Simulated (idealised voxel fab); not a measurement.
The name of this process module is voxel wiring stack.
Xsec cut, 140 nm wide, square cell size 5 nm.
This document writes a cross-section as a grid whose cells are square, and gives it as bands, listed from the top down; one or more rows of cells form a band. The entry gives the band's vertical extent as a top height and a bottom height in nm, then its horizontal make-up as materials from left to right, each with a width in nm. "air" stands for empty space; a single material marked "everywhere" fills the band edge to edge. Convention: height 0 is the level below which the wafer, as received, is all one material. The lowest band does not terminate at the bottom but continues downward, represented as "0 -> down". Think of "30 to 40" as a width that walks from the first number to the second as you go down the band, top row to bottom row, taking equal-sized steps from row to row. "nothing altered" means the step left every cell of the cross-section as it was. Enclosed voids (no open way to top), threshold 8 cells or more, entry "Closed empty spaces", notation width x height at distance, distance from left edge, nm. Text after the settings on a step's line: the simulator's own remark on that step. overlay nm: right-of-plan distance of the mask on a masked step; negative values mean left-of-plan.

Here's what the planned process steps look like:
step 1: RECEIVE,material Si
step 2: CONFORMAL_DEP,material SiO2,thk nm 10
step 3: DIRECTIONAL_DEP,material TiN,thk nm 5
step 4: DIRECTIONAL_DEP,material W,thk nm 20
step 5: PATTERN,tone cover,mask id METAL_1,material resist,width nm 25,pitch nm 55,thk nm 15,overlay nm 0
step 6: DIRECTIONAL_ETCH,etch materials W,depth nm 20
step 7: DIRECTIONAL_ETCH,etch materials TiN,depth nm 5
step 8: STRIP,etch materials resist
step 9: CONFORMAL_DEP,material SiCN,thk nm 5
step 10: FILL_DEP,material lowk,thk nm 5
step 11: CMP,height nm 35
step 12: CONFORMAL_DEP,material SiCN,thk nm 5
step 13: DIRECTIONAL_DEP,material lowk,thk nm 20
step 14: PATTERN,tone open,mask id PLUG_1,material resist,width nm 15,pitch nm 55,thk nm 15,overlay nm 0
step 15: DIRECTIONAL_ETCH,etch materials lowk,depth nm 20
step 16: DIRECTIONAL_ETCH,etch materials SiCN,depth nm 5
step 17: STRIP,etch materials resist
step 18: CONFORMAL_DEP,material TiN,thk nm 5
step 19: FILL_DEP,material Cu,thk nm 5
step 20: CMP,height nm 60
step 21: DIRECTIONAL_DEP,material TiN,thk nm 5
step 22: DIRECTIONAL_DEP,material Ru,thk nm 20
step 23: PATTERN,tone cover,mask id METAL_2,material resist,width nm 25,pitch nm 55,thk nm 20,overlay nm 0
step 24: DIRECTIONAL_ETCH,etch materials Ru,depth nm 20
step 25: DIRECTIONAL_ETCH,etch materials TiN,depth nm 5
step 26: STRIP,etch materials resist
step 27: CONFORMAL_DEP,material SiCN,thk nm 5
step 28: FILL_DEP,material SiO2,thk nm 10
step 29: CMP,height nm 85
step 30: CONFORMAL_DEP,material SiCN,thk nm 5
step 31: DIRECTIONAL_DEP,material lowk,thk nm 35
step 32: DIRECTIONAL_DEP,material aC,thk nm 10
step 33: PATTERN,tone open,mask id METAL_3_HOLES,material resist,width nm 15,thk nm 25,overlay nm 0
step 34: DIRECTIONAL_ETCH,etch materials aC,depth nm 10
step 35: STRIP,etch materials resist
step 36: DIRECTIONAL_ETCH,etch materials lowk,depth nm 35
step 37: STRIP,etch materials aC
step 38: PATTERN,tone open,mask id METAL_3,material resist,width nm 25,pitch nm 55,thk nm 15,overlay nm 0
step 39: DIRECTIONAL_ETCH,etch materials lowk,depth nm 20
step 40: DIRECTIONAL_ETCH,etch materials SiCN,depth nm 5
step 41: STRIP,etch materials resist
step 42: CONFORMAL_DEP,material TiN,thk nm 5
step 43: FILL_DEP,material Cu,thk nm 10
step 44: CMP,height nm 125
step 45: CONFORMAL_DEP,material SiCN,thk nm 5

This is the cross-section of the wafer as we received it, i.e. after step 1:
  0 -> down: Si everywhere
  Closed empty spaces: none

Module complete - cross-section of the first of two wafers, run according to plan:
  130 -> 125: SiCN everywhere
  125 -> 110: 30 lowk; 5 TiN; 15 Cu; 5 TiN; 30 lowk; 5 TiN; 15 Cu; 5 TiN; 30 lowk
  110 -> 105: 30 lowk; 5 TiN; 5 Cu; 15 TiN; 30 lowk; 25 TiN; 30 lowk
  105 -> 90: 30 lowk; 5 TiN; 5 Cu; 5 TiN; 95 lowk
  90 -> 85: 30 SiCN; 15 TiN; 95 SiCN
  85 -> 65: 25 SiO2; 5 SiCN; 25 Ru; 5 SiCN; 20 SiO2; 5 SiCN; 25 Ru; 5 SiCN; 25 SiO2
  65 -> 60: 30 SiCN; 25 TiN; 30 SiCN; 25 TiN; 30 SiCN
  60 -> 40: 30 lowk; 5 TiN; 5 Cu; 5 TiN; 40 lowk; 5 TiN; 5 Cu; 5 TiN; 40 lowk
  40 -> 35: 30 SiCN; 15 TiN; 40 SiCN; 15 TiN; 40 SiCN
  35 -> 15: 25 lowk; 5 SiCN; 25 W; 5 SiCN; 20 lowk; 5 SiCN; 25 W; 5 SiCN; 25 lowk
  15 -> 10: 30 SiCN; 25 TiN; 30 SiCN; 25 TiN; 30 SiCN
  10 -> 0: SiO2 everywhere
  0 -> down: Si everywhere
  Closed empty spaces: none

Cross-sectional view of the second of two wafers upon completion of the module. This wafer shared its starting condition and process plan with the first; one error was made during its execution:
  130 -> 125: SiCN everywhere
  125 -> 90: 30 lowk; 5 TiN; 15 Cu; 5 TiN; 30 lowk; 5 TiN; 15 Cu; 5 TiN; 30 lowk
  90 -> 85: 30 SiCN; 25 TiN; 30 SiCN; 25 TiN; 30 SiCN
  85 -> 65: 25 SiO2; 5 SiCN; 25 Ru; 5 SiCN; 20 SiO2; 5 SiCN; 25 Ru; 5 SiCN; 25 SiO2
  65 -> 60: 30 SiCN; 25 TiN; 30 SiCN; 25 TiN; 30 SiCN
  60 -> 40: 30 lowk; 5 TiN; 5 Cu; 5 TiN; 40 lowk; 5 TiN; 5 Cu; 5 TiN; 40 lowk
  40 -> 35: 30 SiCN; 15 TiN; 40 SiCN; 15 TiN; 40 SiCN
  35 -> 15: 25 lowk; 5 SiCN; 25 W; 5 SiCN; 20 lowk; 5 SiCN; 25 W; 5 SiCN; 25 lowk
  15 -> 10: 30 SiCN; 25 TiN; 30 SiCN; 25 TiN; 30 SiCN
  10 -> 0: SiO2 everywhere
  0 -> down: Si everywhere
  Closed empty spaces: none
Deviation noted in wafer processing: plan step 39 was conducted twice
It is noted that, at the conclusion of processing, the second wafer exhibits a higher or lower cell count for certain materials relative to the first: Cu: 20 more, SiCN: 7 fewer, TiN: 8 more, lowk: 21 fewer
